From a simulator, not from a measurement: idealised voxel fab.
process module | voxel gate over fins
cross-section cut | 255 nm wide | cells 5 nm
A cross-section is a grid of square cells, given in bands from the top down. A band is one or more rows of cells.
Each band's line starts with the height of the band's top and of its bottom, in nm. Then come its materials from left to right, each with its width in nm. One material with "throughout" fills the band from edge to edge. "air" is empty space.
Height 0 is the level under which the wafer as received is all one material. The lowest band goes on downwards, as in "0 down".
A width such as "30 to 40" changes by the same amount from each row of cells to the next, from the band's top row to its bottom row.
"no change" after a step means that no cell of the cross-section changed.
closed voids: empty space of 8 cells or more with no open way to the top, each as width x height at its distance from the left edge, in nm
after a step's settings: what the simulator itself notes on the step
overlay nm, on a step with a mask: how far to the right of its planned place the mask lay; to the left if negative
plan
1 op RECEIVE | material Si
2 op CONFORMAL_DEP | material SiN | thk nm 10
3 op MASKED_ETCH | tone cover | mask id FINS | width nm 15 | pitch nm 50 | etch materials SiN | depth nm 10 | overlay nm 0
4 op MASKED_ETCH | tone cover | mask id FINS | width nm 15 | pitch nm 50 | etch materials Si | depth nm 35 | overlay nm 0
5 op OXIDIZE | depth nm 5
6 op FILL_DEP | material SiO2 | thk nm 15
7 op CMP | height nm 10
8 op DIRECTIONAL_DEP | material aC | thk nm 10
9 op PATTERN | tone open | mask id RAIL | material resist | width nm 15 | thk nm 30 | overlay nm 0
10 op DIRECTIONAL_ETCH | etch materials aC | depth nm 10
11 op STRIP | etch materials resist
12 op DIRECTIONAL_ETCH | etch materials SiO2 | depth nm 40
13 op STRIP | etch materials aC
14 op CONFORMAL_DEP | material TiN | thk nm 5
15 op FILL_DEP | material W | thk nm 10
16 op CMP | height nm 10
17 op SELECTIVE_ETCH | etch materials W Ru TiN | depth nm 30
18 op FILL_DEP | material SiO2 | thk nm 5
19 op CMP | height nm 10
20 op SELECTIVE_ETCH | etch materials SiO2 | depth nm 20
21 op STRIP | etch materials SiN
22 op CONFORMAL_DEP | material HfO2 | thk nm 5
23 op CONFORMAL_DEP | material TiN | thk nm 5
24 op CONFORMAL_DEP | material TiAl | thk nm 5
25 op CONFORMAL_DEP | material TiN | thk nm 5
26 op FILL_DEP | material W | thk nm 15
27 op CMP | height nm 30
28 op CONFORMAL_DEP | material SiN | thk nm 5
first wafer, as planned
as received, after step 1
  0 down: Si throughout
  closed voids: none
after step 2
  10 to 0: SiN throughout
  below 0: unchanged
after step 3
  10 to 0: air 95 | SiN 15 | air 35 | SiN 15 | air 95
  below 0: unchanged
after step 4
  10 to 0: air 95 | SiN 15 | air 35 | SiN 15 | air 95
  0 to -35: air 95 | Si 15 | air 35 | Si 15 | air 95
  below -35: unchanged
after step 5
  10 to 0: air 95 | SiN 15 | air 35 | SiN 15 | air 95
  0 to -35: air 95 | SiO2 5 | Si 5 | SiO2 5 | air 35 | SiO2 5 | Si 5 | SiO2 5 | air 95
  -35 to -40: SiO2 100 | Si 5 | SiO2 45 | Si 5 | SiO2 100
  below -40: unchanged
after step 6
  25 to 10: SiO2 throughout
  10 to 0: SiO2 95 | SiN 15 | SiO2 35 | SiN 15 | SiO2 95
  0 to -40: SiO2 100 | Si 5 | SiO2 45 | Si 5 | SiO2 100
  below -40: unchanged
after step 7
  10 to 0: SiO2 95 | SiN 15 | SiO2 35 | SiN 15 | SiO2 95
  below 0: unchanged
after step 8
  20 to 10: aC throughout
  below 10: unchanged
after step 9
  50 to 20: resist 120 | air 15 | resist 120
  below 20: unchanged
after step 10
  40 to 20: resist 120 | air 15 | resist 120
  20 to 10: aC 120 | air 15 | aC 120
  below 10: unchanged
after step 11
  20 to 10: aC 120 | air 15 | aC 120
  below 10: unchanged
after step 12
  20 to 10: aC 120 | air 15 | aC 120
  10 to 0: SiO2 95 | SiN 15 | SiO2 10 | air 15 | SiO2 10 | SiN 15 | SiO2 95
  0 to -30: SiO2 100 | Si 5 | SiO2 15 | air 15 | SiO2 15 | Si 5 | SiO2 100
  below -30: unchanged
after step 13
  10 to 0: SiO2 95 | SiN 15 | SiO2 10 | air 15 | SiO2 10 | SiN 15 | SiO2 95
  below 0: unchanged
after step 14
  15 to 10: TiN 125 | air 5 | TiN 125
  10 to 0: SiO2 95 | SiN 15 | SiO2 10 | TiN 5 | air 5 | TiN 5 | SiO2 10 | SiN 15 | SiO2 95
  0 to -25: SiO2 100 | Si 5 | SiO2 15 | TiN 5 | air 5 | TiN 5 | SiO2 15 | Si 5 | SiO2 100
  -25 to -30: SiO2 100 | Si 5 | SiO2 15 | TiN 15 | SiO2 15 | Si 5 | SiO2 100
  below -30: unchanged
after step 15
  25 to 15: W throughout
  15 to 10: TiN 125 | W 5 | TiN 125
  10 to 0: SiO2 95 | SiN 15 | SiO2 10 | TiN 5 | W 5 | TiN 5 | SiO2 10 | SiN 15 | SiO2 95
  0 to -25: SiO2 100 | Si 5 | SiO2 15 | TiN 5 | W 5 | TiN 5 | SiO2 15 | Si 5 | SiO2 100
  below -25: unchanged
after step 16
  10 to 0: SiO2 95 | SiN 15 | SiO2 10 | TiN 5 | W 5 | TiN 5 | SiO2 10 | SiN 15 | SiO2 95
  below 0: unchanged
after step 17
  10 to 0: SiO2 95 | SiN 15 | SiO2 10 | air 15 | SiO2 10 | SiN 15 | SiO2 95
  0 to -20: SiO2 100 | Si 5 | SiO2 15 | air 15 | SiO2 15 | Si 5 | SiO2 100
  below -20: unchanged
after step 18
  15 to 10: SiO2 throughout
  10 to 0: SiO2 95 | SiN 15 | SiO2 35 | SiN 15 | SiO2 95
  0 to -20: SiO2 100 | Si 5 | SiO2 45 | Si 5 | SiO2 100
  below -20: unchanged
after step 19
  10 to 0: SiO2 95 | SiN 15 | SiO2 35 | SiN 15 | SiO2 95
  below 0: unchanged
after step 20
  10 to 0: air 95 | SiN 15 | air 35 | SiN 15 | air 95
  0 to -10: air 100 | Si 5 | air 45 | Si 5 | air 100
  below -10: unchanged
after step 21
  0 to -10: air 100 | Si 5 | air 45 | Si 5 | air 100
  below -10: unchanged
after step 22
  5 to 0: air 95 | HfO2 15 | air 35 | HfO2 15 | air 95
  0 to -5: air 95 | HfO2 5 | Si 5 | HfO2 5 | air 35 | HfO2 5 | Si 5 | HfO2 5 | air 95
  -5 to -10: HfO2 100 | Si 5 | HfO2 45 | Si 5 | HfO2 100
  below -10: unchanged
after step 23
  10 to 5: air 90 | TiN 25 | air 25 | TiN 25 | air 90
  5 to 0: air 90 | TiN 5 | HfO2 15 | TiN 5 | air 25 | TiN 5 | HfO2 15 | TiN 5 | air 90
  0 to -5: TiN 95 | HfO2 5 | Si 5 | HfO2 5 | TiN 35 | HfO2 5 | Si 5 | HfO2 5 | TiN 95
  below -5: unchanged
after step 24
  15 to 10: air 85 | TiAl 35 | air 15 | TiAl 35 | air 85
  10 to 5: air 85 | TiAl 5 | TiN 25 | TiAl 5 | air 15 | TiAl 5 | TiN 25 | TiAl 5 | air 85
  5 to 0: TiAl 90 | TiN 5 | HfO2 15 | TiN 5 | TiAl 25 | TiN 5 | HfO2 15 | TiN 5 | TiAl 90
  below 0: unchanged
after step 25
  20 to 15: air 80 | TiN 45 | air 5 | TiN 45 | air 80
  15 to 10: air 80 | TiN 5 | TiAl 35 | TiN 5 | air 5 | TiN 5 | TiAl 35 | TiN 5 | air 80
  10 to 5: TiN 85 | TiAl 5 | TiN 25 | TiAl 5 | TiN 15 | TiAl 5 | TiN 25 | TiAl 5 | TiN 85
  below 5: unchanged
after step 26
  35 to 20: W throughout
  20 to 15: W 80 | TiN 45 | W 5 | TiN 45 | W 80
  15 to 10: W 80 | TiN 5 | TiAl 35 | TiN 5 | W 5 | TiN 5 | TiAl 35 | TiN 5 | W 80
  below 10: unchanged
after step 27
  30 to 20: W throughout
  below 20: unchanged
after step 28
  35 to 30: SiN throughout
  below 30: unchanged
second wafer: like start, like plan, one mistake. Through step 3 it matches the first wafer
when step 4 should have ended
  10 to 0: air 95 | SiN 15 | air 35 | SiN 15 | air 95
  0 to -70: air 95 | Si 15 | air 35 | Si 15 | air 95
  below -70: unchanged
when step 5 should have ended
  10 to 0: air 95 | SiN 15 | air 35 | SiN 15 | air 95
  0 to -70: air 95 | SiO2 5 | Si 5 | SiO2 5 | air 35 | SiO2 5 | Si 5 | SiO2 5 | air 95
  -70 to -75: SiO2 100 | Si 5 | SiO2 45 | Si 5 | SiO2 100
  below -75: unchanged
when step 6 should have ended
  25 to 10: SiO2 throughout
  10 to 0: SiO2 95 | SiN 15 | SiO2 35 | SiN 15 | SiO2 95
  0 to -75: SiO2 100 | Si 5 | SiO2 45 | Si 5 | SiO2 100
  below -75: unchanged
when step 7 should have ended
  10 to 0: SiO2 95 | SiN 15 | SiO2 35 | SiN 15 | SiO2 95
  below 0: unchanged
when step 8 should have ended
  20 to 10: aC throughout
  below 10: unchanged
when step 9 should have ended
  50 to 20: resist 120 | air 15 | resist 120
  below 20: unchanged
when step 10 should have ended
  40 to 20: resist 120 | air 15 | resist 120
  20 to 10: aC 120 | air 15 | aC 120
  below 10: unchanged
when step 11 should have ended
  20 to 10: aC 120 | air 15 | aC 120
  below 10: unchanged
when step 12 should have ended
  20 to 10: aC 120 | air 15 | aC 120
  10 to 0: SiO2 95 | SiN 15 | SiO2 10 | air 15 | SiO2 10 | SiN 15 | SiO2 95
  0 to -30: SiO2 100 | Si 5 | SiO2 15 | air 15 | SiO2 15 | Si 5 | SiO2 100
  below -30: unchanged
when step 13 should have ended
  10 to 0: SiO2 95 | SiN 15 | SiO2 10 | air 15 | SiO2 10 | SiN 15 | SiO2 95
  below 0: unchanged
when step 14 should have ended
  15 to 10: TiN 125 | air 5 | TiN 125
  10 to 0: SiO2 95 | SiN 15 | SiO2 10 | TiN 5 | air 5 | TiN 5 | SiO2 10 | SiN 15 | SiO2 95
  0 to -25: SiO2 100 | Si 5 | SiO2 15 | TiN 5 | air 5 | TiN 5 | SiO2 15 | Si 5 | SiO2 100
  -25 to -30: SiO2 100 | Si 5 | SiO2 15 | TiN 15 | SiO2 15 | Si 5 | SiO2 100
  below -30: unchanged
when step 15 should have ended
  25 to 15: W throughout
  15 to 10: TiN 125 | W 5 | TiN 125
  10 to 0: SiO2 95 | SiN 15 | SiO2 10 | TiN 5 | W 5 | TiN 5 | SiO2 10 | SiN 15 | SiO2 95
  0 to -25: SiO2 100 | Si 5 | SiO2 15 | TiN 5 | W 5 | TiN 5 | SiO2 15 | Si 5 | SiO2 100
  below -25: unchanged
when step 16 should have ended
  10 to 0: SiO2 95 | SiN 15 | SiO2 10 | TiN 5 | W 5 | TiN 5 | SiO2 10 | SiN 15 | SiO2 95
  below 0: unchanged
when step 17 should have ended
  10 to 0: SiO2 95 | SiN 15 | SiO2 10 | air 15 | SiO2 10 | SiN 15 | SiO2 95
  0 to -20: SiO2 100 | Si 5 | SiO2 15 | air 15 | SiO2 15 | Si 5 | SiO2 100
  below -20: unchanged
when step 18 should have ended
  15 to 10: SiO2 throughout
  10 to 0: SiO2 95 | SiN 15 | SiO2 35 | SiN 15 | SiO2 95
  0 to -20: SiO2 100 | Si 5 | SiO2 45 | Si 5 | SiO2 100
  below -20: unchanged
when step 19 should have ended
  10 to 0: SiO2 95 | SiN 15 | SiO2 35 | SiN 15 | SiO2 95
  below 0: unchanged
when step 20 should have ended
  10 to 0: air 95 | SiN 15 | air 35 | SiN 15 | air 95
  0 to -10: air 100 | Si 5 | air 45 | Si 5 | air 100
  below -10: unchanged
when step 21 should have ended
  0 to -10: air 100 | Si 5 | air 45 | Si 5 | air 100
  below -10: unchanged
when step 22 should have ended
  5 to 0: air 95 | HfO2 15 | air 35 | HfO2 15 | air 95
  0 to -5: air 95 | HfO2 5 | Si 5 | HfO2 5 | air 35 | HfO2 5 | Si 5 | HfO2 5 | air 95
  -5 to -10: HfO2 100 | Si 5 | HfO2 45 | Si 5 | HfO2 100
  below -10: unchanged
when step 23 should have ended
  10 to 5: air 90 | TiN 25 | air 25 | TiN 25 | air 90
  5 to 0: air 90 | TiN 5 | HfO2 15 | TiN 5 | air 25 | TiN 5 | HfO2 15 | TiN 5 | air 90
  0 to -5: TiN 95 | HfO2 5 | Si 5 | HfO2 5 | TiN 35 | HfO2 5 | Si 5 | HfO2 5 | TiN 95
  below -5: unchanged
when step 24 should have ended
  15 to 10: air 85 | TiAl 35 | air 15 | TiAl 35 | air 85
  10 to 5: air 85 | TiAl 5 | TiN 25 | TiAl 5 | air 15 | TiAl 5 | TiN 25 | TiAl 5 | air 85
  5 to 0: TiAl 90 | TiN 5 | HfO2 15 | TiN 5 | TiAl 25 | TiN 5 | HfO2 15 | TiN 5 | TiAl 90
  below 0: unchanged
when step 25 should have ended
  20 to 15: air 80 | TiN 45 | air 5 | TiN 45 | air 80
  15 to 10: air 80 | TiN 5 | TiAl 35 | TiN 5 | air 5 | TiN 5 | TiAl 35 | TiN 5 | air 80
  10 to 5: TiN 85 | TiAl 5 | TiN 25 | TiAl 5 | TiN 15 | TiAl 5 | TiN 25 | TiAl 5 | TiN 85
  below 5: unchanged
when step 26 should have ended
  35 to 20: W throughout
  20 to 15: W 80 | TiN 45 | W 5 | TiN 45 | W 80
  15 to 10: W 80 | TiN 5 | TiAl 35 | TiN 5 | W 5 | TiN 5 | TiAl 35 | TiN 5 | W 80
  below 10: unchanged
when step 27 should have ended
  30 to 20: W throughout
  below 20: unchanged
when step 28 should have ended
  35 to 30: SiN throughout
  below 30: unchanged
what went wrong: step 4 was run twice
at the end the second wafer has, in cells: 343 fewer of Si | 343 more of SiO2
